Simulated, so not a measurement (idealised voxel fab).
process module | voxel self aligned vias
cross-section cut | 205 nm wide | cells 5 nm
A cross-section is a grid of square cells, given in bands from the top down. A band is one or more rows of cells.
Each band's line starts with the height of the band's top and of its bottom, in nm. Then come its materials from left to right, each with its width in nm. One material with "throughout" fills the band from edge to edge. "air" is empty space.
Height 0 is the level under which the wafer as received is all one material. The lowest band goes on downwards, as in "0 down".
A width such as "30 to 40" changes by the same amount from each row of cells to the next, from the band's top row to its bottom row.
"no change" after a step means that no cell of the cross-section changed.
closed voids: empty space of 8 cells or more with no open way to the top, each as width x height at its distance from the left edge, in nm
after a step's settings: what the simulator itself notes on the step
overlay nm, on a step with a mask: how far to the right of its planned place the mask lay; to the left if negative
plan
1 op RECEIVE | material Si
2 op CONFORMAL_DEP | material SiO2 | thk nm 10
3 op CONFORMAL_DEP | material SiCN | thk nm 5
4 op DIRECTIONAL_DEP | material lowk | thk nm 30
5 op MASKED_ETCH | tone open | mask id LINES | width nm 20 | pitch nm 50 | etch materials lowk | depth nm 30 | overlay nm 0
6 op CONFORMAL_DEP | material TiN | thk nm 5
7 op FILL_DEP | material W | thk nm 10
8 op CMP | height nm 45
9 op SELECTIVE_ETCH | etch materials W Ru TiN | depth nm 5
10 op FILL_DEP | material SiN | thk nm 10
11 op CMP | height nm 45
12 op DIRECTIONAL_DEP | material lowk | thk nm 20
13 op MASKED_ETCH | tone open | mask id VIAS | width nm 30 | pitch nm 50 | etch materials lowk | depth nm 20 | overlay nm 0
14 op MASKED_ETCH | tone open | mask id VIAS | width nm 30 | pitch nm 50 | etch materials SiN | depth nm 5 | overlay nm 0
15 op CONFORMAL_DEP | material TiN | thk nm 5
16 op FILL_DEP | material Cu | thk nm 10
17 op CMP | height nm 65
18 op CONFORMAL_DEP | material SiN | thk nm 5
as received, after step 1
  0 down: Si throughout
  closed voids: none
a wafer at the end: this start, this plan, one mistake
  70 to 65: SiN throughout
  65 to 45: lowk 60 | TiN 5 | Cu 20 | TiN 5 | lowk 20 | TiN 5 | Cu 20 | TiN 5 | lowk 65
  45 to 40: SiN 60 | TiN 30 | SiN 20 | TiN 30 | SiN 65
  40 to 15: lowk 65 | TiN 5 | W 10 | TiN 5 | lowk 30 | TiN 5 | W 10 | TiN 5 | lowk 70
  15 to 10: lowk 65 | TiN 20 | lowk 30 | TiN 20 | lowk 70
  10 to 0: SiO2 throughout
  0 down: Si throughout
  closed voids: none
what went wrong: step 3 was left out
